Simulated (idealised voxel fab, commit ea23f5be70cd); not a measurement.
process module | voxel self aligned contacts
cross-section cut | 205 nm wide | cells 5 nm
A cross-section is a grid of square cells, given in bands from the top down. A band is one or more rows of cells.
Each band's line starts with the height of the band's top and of its bottom, in nm. Then come its materials from left to right, each with its width in nm. One material with "throughout" fills the band from edge to edge. "air" is empty space.
Height 0 is the level under which the wafer as received is all one material. The lowest band goes on downwards, as in "0 down".
A width such as "30 to 40" changes by the same amount from each row of cells to the next, from the band's top row to its bottom row.
"no change" after a step means that no cell of the cross-section changed.
closed voids: empty space of 8 cells or more with no open way to the top, each as width x height at its distance from the left edge, in nm
after a step's settings: what the simulator itself notes on the step
overlay nm, on a step with a mask: how far to the right of its planned place the mask lay; to the left if negative
plan
1 op RECEIVE | material Si
2 op CONFORMAL_DEP | material SiO2 | thk nm 5
3 op DIRECTIONAL_DEP | material polySi | thk nm 20
4 op DIRECTIONAL_DEP | material SiN | thk nm 15
5 op MASKED_ETCH | tone cover | mask id GATE | width nm 30 | pitch nm 65 | etch materials SiN | depth nm 15 | overlay nm 0
6 op MASKED_ETCH | tone cover | mask id GATE | width nm 30 | pitch nm 65 | etch materials polySi | depth nm 20 | overlay nm 0
7 op CONFORMAL_DEP | material SiN | thk nm 5
8 op DIRECTIONAL_ETCH | etch materials SiN | depth nm 5
9 op FILL_DEP | material SiO2 | thk nm 20
10 op CMP | height nm 50
11 op DIRECTIONAL_DEP | material aC | thk nm 10
12 op PATTERN | tone open | mask id CONTACT | material resist | width nm 45 | thk nm 25 | overlay nm 0
13 op DIRECTIONAL_ETCH | etch materials aC | depth nm 10
14 op STRIP | etch materials resist
15 op DIRECTIONAL_ETCH | etch materials SiO2 | depth nm 50
16 op STRIP | etch materials aC
17 op CONFORMAL_DEP | material TiN | thk nm 5
18 op FILL_DEP | material W | thk nm 10
19 op CMP | height nm 50
20 op CONFORMAL_DEP | material SiN | thk nm 5
first wafer, as planned
as received, after step 1
  0 down: Si throughout
  closed voids: none
after step 2
  5 to 0: SiO2 throughout
  below 0: unchanged
after step 3
  25 to 5: polySi throughout
  below 5: unchanged
after step 4
  40 to 25: SiN throughout
  below 25: unchanged
after step 5
  40 to 25: air 55 | SiN 30 | air 35 | SiN 30 | air 55
  below 25: unchanged
after step 6
  40 to 25: air 55 | SiN 30 | air 35 | SiN 30 | air 55
  25 to 5: air 55 | polySi 30 | air 35 | polySi 30 | air 55
  below 5: unchanged
after step 7
  45 to 25: air 50 | SiN 40 | air 25 | SiN 40 | air 50
  25 to 10: air 50 | SiN 5 | polySi 30 | SiN 5 | air 25 | SiN 5 | polySi 30 | SiN 5 | air 50
  10 to 5: SiN 55 | polySi 30 | SiN 35 | polySi 30 | SiN 55
  below 5: unchanged
after step 8
  40 to 25: air 50 | SiN 40 | air 25 | SiN 40 | air 50
  25 to 5: air 50 | SiN 5 | polySi 30 | SiN 5 | air 25 | SiN 5 | polySi 30 | SiN 5 | air 50
  below 5: unchanged
after step 9
  60 to 40: SiO2 throughout
  40 to 25: SiO2 50 | SiN 40 | SiO2 25 | SiN 40 | SiO2 50
  25 to 5: SiO2 50 | SiN 5 | polySi 30 | SiN 5 | SiO2 25 | SiN 5 | polySi 30 | SiN 5 | SiO2 50
  below 5: unchanged
after step 10
  50 to 40: SiO2 throughout
  below 40: unchanged
after step 11
  60 to 50: aC throughout
  below 50: unchanged
after step 12
  85 to 60: resist 80 | air 45 | resist 80
  below 60: unchanged
after step 13
  75 to 60: resist 80 | air 45 | resist 80
  60 to 50: aC 80 | air 45 | aC 80
  below 50: unchanged
after step 14
  60 to 50: aC 80 | air 45 | aC 80
  below 50: unchanged
after step 15
  60 to 50: aC 80 | air 45 | aC 80
  50 to 40: SiO2 80 | air 45 | SiO2 80
  40 to 25: SiO2 50 | SiN 40 | air 25 | SiN 40 | SiO2 50
  25 to 5: SiO2 50 | SiN 5 | polySi 30 | SiN 5 | air 25 | SiN 5 | polySi 30 | SiN 5 | SiO2 50
  5 to 0: SiO2 90 | air 25 | SiO2 90
  below 0: unchanged
after step 16
  50 to 40: SiO2 80 | air 45 | SiO2 80
  below 40: unchanged
after step 17
  55 to 50: TiN 85 | air 35 | TiN 85
  50 to 40: SiO2 80 | TiN 5 to 15 | air 35 to 15 | TiN 5 to 15 | SiO2 80
  40 to 25: SiO2 50 | SiN 40 | TiN 5 | air 15 | TiN 5 | SiN 40 | SiO2 50
  25 to 5: SiO2 50 | SiN 5 | polySi 30 | SiN 5 | TiN 5 | air 15 | TiN 5 | SiN 5 | polySi 30 | SiN 5 | SiO2 50
  5 to 0: SiO2 90 | TiN 25 | SiO2 90
  below 0: unchanged
after step 18
  65 to 55: W throughout
  55 to 50: TiN 85 | W 35 | TiN 85
  50 to 40: SiO2 80 | TiN 5 to 15 | W 35 to 15 | TiN 5 to 15 | SiO2 80
  40 to 25: SiO2 50 | SiN 40 | TiN 5 | W 15 | TiN 5 | SiN 40 | SiO2 50
  25 to 5: SiO2 50 | SiN 5 | polySi 30 | SiN 5 | TiN 5 | W 15 | TiN 5 | SiN 5 | polySi 30 | SiN 5 | SiO2 50
  below 5: unchanged
after step 19
  50 to 40: SiO2 80 | TiN 5 to 15 | W 35 to 15 | TiN 5 to 15 | SiO2 80
  below 40: unchanged
after step 20
  55 to 50: SiN throughout
  below 50: unchanged
second wafer: like start, like plan, one mistake. Through step 11 it matches the first wafer
when step 12 should have ended
  85 to 60: resist 75 | air 45 | resist 85
  below 60: unchanged
when step 13 should have ended
  75 to 60: resist 75 | air 45 | resist 85
  60 to 50: aC 75 | air 45 | aC 85
  below 50: unchanged
when step 14 should have ended
  60 to 50: aC 75 | air 45 | aC 85
  below 50: unchanged
when step 15 should have ended
  60 to 50: aC 75 | air 45 | aC 85
  50 to 40: SiO2 75 | air 45 | SiO2 85
  40 to 25: SiO2 50 | SiN 40 | air 25 | SiN 40 | SiO2 50
  25 to 5: SiO2 50 | SiN 5 | polySi 30 | SiN 5 | air 25 | SiN 5 | polySi 30 | SiN 5 | SiO2 50
  5 to 0: SiO2 90 | air 25 | SiO2 90
  below 0: unchanged
when step 16 should have ended
  50 to 40: SiO2 75 | air 45 | SiO2 85
  below 40: unchanged
when step 17 should have ended
  55 to 50: TiN 80 | air 35 | TiN 90
  50 to 40: SiO2 75 | TiN 5 to 20 | air 35 to 15 | TiN 5 to 10 | SiO2 85
  40 to 25: SiO2 50 | SiN 40 | TiN 5 | air 15 | TiN 5 | SiN 40 | SiO2 50
  25 to 5: SiO2 50 | SiN 5 | polySi 30 | SiN 5 | TiN 5 | air 15 | TiN 5 | SiN 5 | polySi 30 | SiN 5 | SiO2 50
  5 to 0: SiO2 90 | TiN 25 | SiO2 90
  below 0: unchanged
when step 18 should have ended
  65 to 55: W throughout
  55 to 50: TiN 80 | W 35 | TiN 90
  50 to 40: SiO2 75 | TiN 5 to 20 | W 35 to 15 | TiN 5 to 10 | SiO2 85
  40 to 25: SiO2 50 | SiN 40 | TiN 5 | W 15 | TiN 5 | SiN 40 | SiO2 50
  25 to 5: SiO2 50 | SiN 5 | polySi 30 | SiN 5 | TiN 5 | W 15 | TiN 5 | SiN 5 | polySi 30 | SiN 5 | SiO2 50
  below 5: unchanged
when step 19 should have ended
  50 to 40: SiO2 75 | TiN 5 to 20 | W 35 to 15 | TiN 5 to 10 | SiO2 85
  below 40: unchanged
when step 20 should have ended
  55 to 50: SiN throughout
  below 50: unchanged
what went wrong: step 12 ran as: op PATTERN | tone open | mask id CONTACT | material resist | width nm 45 | thk nm 25 | overlay nm -5
at the end the second wafer has, in cells: as many of each material as the first, in other places
